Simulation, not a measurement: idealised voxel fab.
This section sets out a process module, namely voxel spacer lines.
Xsec cut, 195 nm wide, square cell size 5 nm.
Throughout this document, each cross-section is represented as a grid of square cells and is presented as a sequence of bands enumerated from the top downward, where a band comprises one or more rows of cells. A band entry consists of two parts. The first gives the height of the band's top and the height of its bottom, in nm. The rest lists the band's materials from left to right, each with its width in nm. A single material labelled with the word "throughout" fills the band from edge to edge, and the word "blank" marks empty space. For the purposes of this specification, 0 denotes the height below which the wafer in its as-received condition is composed wholly of one material, and the lowermost band, lacking a lower limit, extends downward without end, as expressed in "0 -> down". So if you see something like "30->40" for the width, read it as the top row of the band sitting at the first number and the bottom row at the second, with every row in between moving by the same amount as the last. What does "remains unaltered" mean for a step? It means no cell of the cross-section changed in that step. Empty spaces without an open route to the top, at least 8 cells in extent, make up the entry "Trapped voids"; each is given as width x height at distance, where the distance is measured from the left edge, and all are in nm. Whatever follows a step's settings on its line is a remark the simulator itself makes about that step. overlay nm, on a step with a mask: how far to the right of its planned place the mask lay; to the left if negative.
# The process steps that were planned are listed below
- 1: RECEIVE,material Si
- 2: CONFORMAL_DEP,material Al2O3,thk nm 10
- 3: DIRECTIONAL_DEP,material W,thk nm 15
- 4: DIRECTIONAL_DEP,material polySi,thk nm 25
- 5: PATTERN,tone cover,mask id MANDREL,material resist,width nm 20,pitch nm 60,thk nm 30,overlay nm -10
- 6: DIRECTIONAL_ETCH,etch materials polySi,depth nm 25
- 7: STRIP,etch materials resist
- 8: CONFORMAL_DEP,material SiO2,thk nm 10
- 9: DIRECTIONAL_ETCH,etch materials SiO2,depth nm 10
- 10: STRIP,etch materials polySi
- 11: DIRECTIONAL_ETCH,etch materials W,depth nm 15
- 12: STRIP,etch materials SiO2
Wafer-to-wafer difference: overlay nm, step 5. Common start. Plan = first wafer's value.
# Cross-section of the first of several received wafers, showing its state after step 1
> 0 -> down: Si throughout
> Trapped voids: none
# Quick key for the table: a row per wafer, taken at the end of the module. For each material it tells you how many cells the wafer gained (+) or lost (-) since it came in, and the closed voids come after
overlay nm -10, +78 Al2O3, +36 W, Trapped voids: none
overlay nm -5, +78 Al2O3, +36 W, Trapped voids: none
overlay nm 0, +78 Al2O3, +36 W, Trapped voids: none
overlay nm 5, +78 Al2O3, +36 W, Trapped voids: none
overlay nm 10, +78 Al2O3, +36 W, Trapped voids: none
overlay nm 15, +78 Al2O3, +36 W, Trapped voids: none
